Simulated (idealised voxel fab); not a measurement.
process module | voxel local oxidation
cross-section cut | 205 nm wide | cells 5 nm
A cross-section is a grid of square cells, given in bands from the top down. A band is one or more rows of cells.
Each band's line starts with the height of the band's top and of its bottom, in nm. Then come its materials from left to right, each with its width in nm. One material with "throughout" fills the band from edge to edge. "air" is empty space.
Height 0 is the level under which the wafer as received is all one material. The lowest band goes on downwards, as in "0 down".
A width such as "30 to 40" changes by the same amount from each row of cells to the next, from the band's top row to its bottom row.
"no change" after a step means that no cell of the cross-section changed.
closed voids: empty space of 8 cells or more with no open way to the top, each as width x height at its distance from the left edge, in nm
after a step's settings: what the simulator itself notes on the step
overlay nm, on a step with a mask: how far to the right of its planned place the mask lay; to the left if negative
plan
1 op RECEIVE | material Si
2 op OXIDIZE | depth nm 5
3 op CONFORMAL_DEP | material SiN | thk nm 15
4 op DIRECTIONAL_DEP | material aC | thk nm 10
5 op PATTERN | tone cover | mask id ACTIVE | material resist | width nm 130 | thk nm 30 | overlay nm -15
6 op DIRECTIONAL_ETCH | etch materials aC | depth nm 10
7 op STRIP | etch materials resist
8 op DIRECTIONAL_ETCH | etch materials SiN | depth nm 15
9 op STRIP | etch materials aC
10 op SELECTIVE_ETCH | etch materials SiO2 | depth nm 5
11 op OXIDIZE | depth nm 10
12 op STRIP | etch materials SiN
varied across the wafers: overlay nm of step 5. The plan shows the first wafer's value. All wafers start alike
first wafer as received, after step 1
  0 down: Si throughout
  closed voids: none
first wafer at the end, after step 12
  0 to -5: air 25 | SiO2 120 | air 60
  -5 to -15: SiO2 35 | Si 100 | SiO2 70
  -15 down: Si throughout
  closed voids: none
last wafer at the end
  0 to -5: air 55 | SiO2 120 | air 30
  -5 to -15: SiO2 65 | Si 100 | SiO2 40
  -15 down: Si throughout
  closed voids: none
each wafer at the end: cells of each material gained (+) or lost (-) since it was received, then its closed voids
overlay nm -15 | -83 Si | +66 SiO2 | closed voids: none
overlay nm -10 | -83 Si | +66 SiO2 | closed voids: none
overlay nm -5 | -83 Si | +66 SiO2 | closed voids: none
overlay nm 0 | -83 Si | +66 SiO2 | closed voids: none
overlay nm 5 | -83 Si | +66 SiO2 | closed voids: none
overlay nm 10 | -83 Si | +66 SiO2 | closed voids: none
overlay nm 15 | -83 Si | +66 SiO2 | closed voids: none
